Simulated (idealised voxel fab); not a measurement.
Process module heading - voxel capacitor over wiring
Cross-section cut spans 230 nm and uses square cells 5 nm in size.
For the purposes of this document, a cross-section shall be understood as a grid of square cells, specified as bands listed in top-to-bottom order, each band consisting of one or more rows of cells. Top height, bottom height, nm. Materials left to right, width each, nm. Single material + "full width" = fills band edge to edge. "blank" = empty. Heights are expressed relative to 0, this being the level below which the as-received wafer comprises one material exclusively. The lowest band is unbounded in the downward direction and is denoted as in "0 nm and below". You'd read "30..40" like this: the band's top row of cells is as wide as the first number, its bottom row is as wide as the second, and going down, every row changes width by the same amount as the row before did. When a step is marked "nothing changed", none of the cells in the cross-section changed during that step. In the "Closed voids list" entry, you get each enclosed empty space of 8 cells or more, one with no open way to the top, written width x height at distance, distance from the left edge, in nm. Step line, after settings: the simulator's comment on this step. overlay nm: how far to the right of its planned place the mask lay on this masked step (negative: to the left).

Listed below are the process steps as planned:
step 1: RECEIVE,material Si
step 2: CONFORMAL_DEP,material SiO2,thk nm 10
step 3: CONFORMAL_DEP,material SiCN,thk nm 5
step 4: DIRECTIONAL_DEP,material lowk,thk nm 20
step 5: MASKED_ETCH,tone open,mask id METAL_1,width nm 30,pitch nm 90,etch materials lowk,depth nm 20,overlay nm 0
step 6: MASKED_ETCH,tone open,mask id METAL_1,width nm 30,pitch nm 90,etch materials SiCN,depth nm 5,overlay nm 0
step 7: CONFORMAL_DEP,material TiN,thk nm 5
step 8: FILL_DEP,material W,thk nm 10
step 9: CMP,height nm 35
step 10: EPI,material Ru,thk nm 5
step 11: FILL_DEP,material SiCN,thk nm 5
step 12: DIRECTIONAL_DEP,material SiO2,thk nm 15
step 13: MASKED_ETCH,tone open,mask id PLUG_1,width nm 15,etch materials SiO2,depth nm 15,overlay nm 0
step 14: MASKED_ETCH,tone open,mask id PLUG_1,width nm 15,etch materials SiCN,depth nm 5,overlay nm 0
step 15: EPI,material Ru,thk nm 10
step 16: EPI,material Ru,thk nm 10
step 17: DIRECTIONAL_DEP,material TiN,thk nm 5
step 18: DIRECTIONAL_DEP,material SiN,thk nm 5
step 19: DIRECTIONAL_DEP,material TiN,thk nm 5
step 20: PATTERN,tone cover,mask id UPPER_PLATE,material resist,width nm 65,thk nm 15,overlay nm 0
step 21: DIRECTIONAL_ETCH,etch materials TiN,depth nm 5
step 22: DIRECTIONAL_ETCH,etch materials SiN,depth nm 5
step 23: STRIP,etch materials resist
step 24: MASKED_ETCH,tone cover,mask id LOWER_PLATE,width nm 75,etch materials TiN,depth nm 5,overlay nm 0
step 25: FILL_DEP,material SiO2,thk nm 20
step 26: CMP,height nm 90
step 27: PATTERN,tone open,mask id PLUG_2,material resist,width nm 15,thk nm 20,overlay nm 0
step 28: DIRECTIONAL_ETCH,etch materials SiO2,depth nm 15
step 29: STRIP,etch materials resist
step 30: CONFORMAL_DEP,material TiN,thk nm 5
step 31: FILL_DEP,material Ru,thk nm 10
step 32: CMP,height nm 90
step 33: CONFORMAL_DEP,material SiN,thk nm 5

Wafer at receipt (post step 1), cross-section:
> 0 nm and below  Si full width
> Closed voids list: none

Looking at the first of two wafers in cross-section at end of module - ran to plan:
> 95 nm to 90 nm  SiN full width
> 90 nm to 80 nm  SiO2: 80 / TiN: 5 / Ru: 5 / TiN: 5 / SiO2: 135
> 80 nm to 70 nm  SiO2: 80..70 / TiN: 15..65 / SiO2: 135..95
> 70 nm to 65 nm  SiO2: 70 / SiN: 65 / SiO2: 95
> 65 nm to 60 nm  SiO2: 65 / TiN: 75 / SiO2: 90
> 60 nm to 45 nm  SiO2: 70 / Ru: 15 / SiO2: 145
> 45 nm to 40 nm  SiCN: 70 / Ru: 15 / SiCN: 145
> 40 nm to 35 nm  SiCN: 50 / Ru: 40 / SiCN: 50 / Ru: 40 / SiCN: 50
> 35 nm to 15 nm  lowk: 55 / TiN: 5 / W: 20 / TiN: 5 / lowk: 60 / TiN: 5 / W: 20 / TiN: 5 / lowk: 55
> 15 nm to 10 nm  SiCN: 55 / TiN: 30 / SiCN: 60 / TiN: 30 / SiCN: 55
> 10 nm to 0 nm  SiO2 full width
> 0 nm and below  Si full width
> Closed voids list: none

Second wafer of the two, sectioned at the end of the module. It began like the first and followed the same plan, but one mistake was made while running it:
> 95 nm to 90 nm  SiN full width
> 90 nm to 80 nm  SiO2: 80..70 / TiN: 15..25 / SiO2: 135
> 80 nm to 75 nm  SiO2: 70 / SiN: 25 / SiO2: 135
> 75 nm to 70 nm  SiO2: 65 / TiN: 70 / SiO2: 95
> 70 nm to 65 nm  SiO2: 60 / Ru: 35 / SiN: 40 / SiO2: 95
> 65 nm to 60 nm  SiO2: 60 / Ru: 35 / TiN: 45 / SiO2: 90
> 60 nm to 45 nm  SiO2: 70 / Ru: 15 / SiO2: 145
> 45 nm to 40 nm  SiCN: 70 / Ru: 15 / SiCN: 145
> 40 nm to 35 nm  SiCN: 50 / Ru: 40 / SiCN: 50 / Ru: 40 / SiCN: 50
> 35 nm to 15 nm  lowk: 55 / TiN: 5 / W: 20 / TiN: 5 / lowk: 60 / TiN: 5 / W: 20 / TiN: 5 / lowk: 55
> 15 nm to 10 nm  SiCN: 55 / TiN: 30 / SiCN: 60 / TiN: 30 / SiCN: 55
> 10 nm to 0 nm  SiO2 full width
> 0 nm and below  Si full width
> Closed voids list: none
The plan and the run diverged here: ran twice: one of 15 and 16, identical steps, cannot tell which
Final cells, second wafer relative to first, materials higher or lower: Ru: 12 more; SiO2: 8 fewer; TiN: 4 fewer
